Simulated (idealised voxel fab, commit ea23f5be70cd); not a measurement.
The name of this process module is voxel spacer lines.
Square cell edge 5 nm, section width 300 nm, ID cut.
For the purposes of this document, a cross-section shall be understood as a grid of square cells, specified as bands listed in top-to-bottom order, each band consisting of one or more rows of cells.
It is stipulated that each band's entry specify, in nanometres, the height of the top of the band and then that of its bottom, followed by the materials of the band in left-to-right sequence, each together with its width in nanometres. A single material marked by the word "all across" is understood to fill the band from edge to edge; the word "air" is understood to denote empty space.
Measure heights from 0. That's the level where, below it, the as-received wafer is all one material. The lowest band is bottomless and extends downward; write it as in "0..down".
Width: "30 to 40" (first number = top row, second number = bottom row, same change from row to row of cells).
Where the words "everything unchanged" appear for a step, the cross-section shows no cell changed by that step; every cell remained as before.
Enclosed voids (no open way to top), threshold 8 cells or more, entry "Trapped void list", notation width x height at distance, distance from left edge, nm.
Past the settings on a step's line: simulator remark, on that step.
For masked steps, "overlay nm" on the step line gives how far right of plan the mask actually lay; a minus sign means it lay to the left.

[This section lists the process steps that were planned]
| 1 | op RECEIVE | material Si |
| 2 | op CONFORMAL_DEP | material Al2O3 | thk nm 10 |
| 3 | op DIRECTIONAL_DEP | material polySi | thk nm 15 |
| 4 | op DIRECTIONAL_DEP | material aC | thk nm 30 |
| 5 | op PATTERN | tone cover | mask id MANDREL | material resist | width nm 15 | pitch nm 50 | thk nm 40 | overlay nm 0 |
| 6 | op DIRECTIONAL_ETCH | etch materials aC | depth nm 30 |
| 7 | op STRIP | etch materials resist |
| 8 | op CONFORMAL_DEP | material SiO2 | thk nm 10 |
| 9 | op DIRECTIONAL_ETCH | etch materials SiO2 | depth nm 10 |
| 10 | op STRIP | etch materials aC |
| 11 | op DIRECTIONAL_ETCH | etch materials polySi | depth nm 15 |
| 12 | op STRIP | etch materials SiO2 |

[The first of two wafers, run as planned]

[Cross-section: wafer on arrival = after step 1]
* 0..down | Si all across
* Trapped void list: none

[State of the wafer after step 2, shown in cross-section]
* 10..0 | Al2O3 all across
* below 0: unchanged

[State of the wafer after step 3, shown in cross-section]
* 25..10 | polySi all across
* below 10: unchanged

[State of the wafer after step 4, shown in cross-section]
* 55..25 | aC all across
* below 25: unchanged

[State of the wafer after step 5, shown in cross-section]
* 95..55 | air (115)  resist (15)  air (35)  resist (15)  air (120)
* below 55: unchanged

[State of the wafer after step 6, shown in cross-section]
* 65..55 | air (115)  resist (15)  air (35)  resist (15)  air (120)
* 55..25 | air (115)  aC (15)  air (35)  aC (15)  air (120)
* below 25: unchanged

[State of the wafer after step 7, shown in cross-section]
* 55..25 | air (115)  aC (15)  air (35)  aC (15)  air (120)
* below 25: unchanged

[State of the wafer after step 8, shown in cross-section]
* 65..55 | air (105)  SiO2 (35)  air (15)  SiO2 (35)  air (110)
* 55..35 | air (105)  SiO2 (10)  aC (15)  SiO2 (10)  air (15)  SiO2 (10)  aC (15)  SiO2 (10)  air (110)
* 35..25 | SiO2 (115)  aC (15)  SiO2 (35)  aC (15)  SiO2 (120)
* below 25: unchanged

[State of the wafer after step 9, shown in cross-section]
* 55..25 | air (105)  SiO2 (10)  aC (15)  SiO2 (10)  air (15)  SiO2 (10)  aC (15)  SiO2 (10)  air (110)
* below 25: unchanged

[State of the wafer after step 10, shown in cross-section]
* 55..25 | air (105)  SiO2 (10)  air (15)  SiO2 (10)  air (15)  SiO2 (10)  air (15)  SiO2 (10)  air (110)
* below 25: unchanged

[State of the wafer after step 11, shown in cross-section]
* 55..25 | air (105)  SiO2 (10)  air (15)  SiO2 (10)  air (15)  SiO2 (10)  air (15)  SiO2 (10)  air (110)
* 25..10 | air (105)  polySi (10)  air (15)  polySi (10)  air (15)  polySi (10)  air (15)  polySi (10)  air (110)
* below 10: unchanged

[State of the wafer after step 12, shown in cross-section]
* 25..10 | air (105)  polySi (10)  air (15)  polySi (10)  air (15)  polySi (10)  air (15)  polySi (10)  air (110)
* below 10: unchanged

[Wafer two of the pair: same origin, same plan, one error during the run; identical to wafer one up to and including step 2]

[Second wafer, sectioned view, at step 3's planned end time]
* 40..10 | aC all across
* below 10: unchanged

[Second wafer, sectioned view, at step 4's planned end time]
* 55..40 | polySi all across
* below 40: unchanged

[Second wafer, sectioned view, at step 5's planned end time]
* 95..55 | air (115)  resist (15)  air (35)  resist (15)  air (120)
* below 55: unchanged

[Second wafer, sectioned view, at step 6's planned end time]
* 65..55 | air (115)  resist (15)  air (35)  resist (15)  air (120)
* below 55: unchanged

[Second wafer, sectioned view, at step 7's planned end time]
* 55..40 | polySi all across
* below 40: unchanged

[Second wafer, sectioned view, at step 8's planned end time]
* 65..55 | SiO2 all across
* below 55: unchanged

[Second wafer, sectioned view, at step 9's planned end time]
* 55..40 | polySi all across
* below 40: unchanged

Second wafer, sectioned view, at step 10's planned end time: everything unchanged

[Second wafer, sectioned view, at step 11's planned end time]
* 40..10 | aC all across
* below 10: unchanged

Second wafer, sectioned view, at step 12's planned end time: everything unchanged
What broke from the plan during processing? the intended sequence of steps 3 and 4 was reversed during processing, with each occupying the position of the other
FYI, end of process, the second wafer has more or fewer cells of some materials than the first: aC: 360 more, polySi: 24 fewer
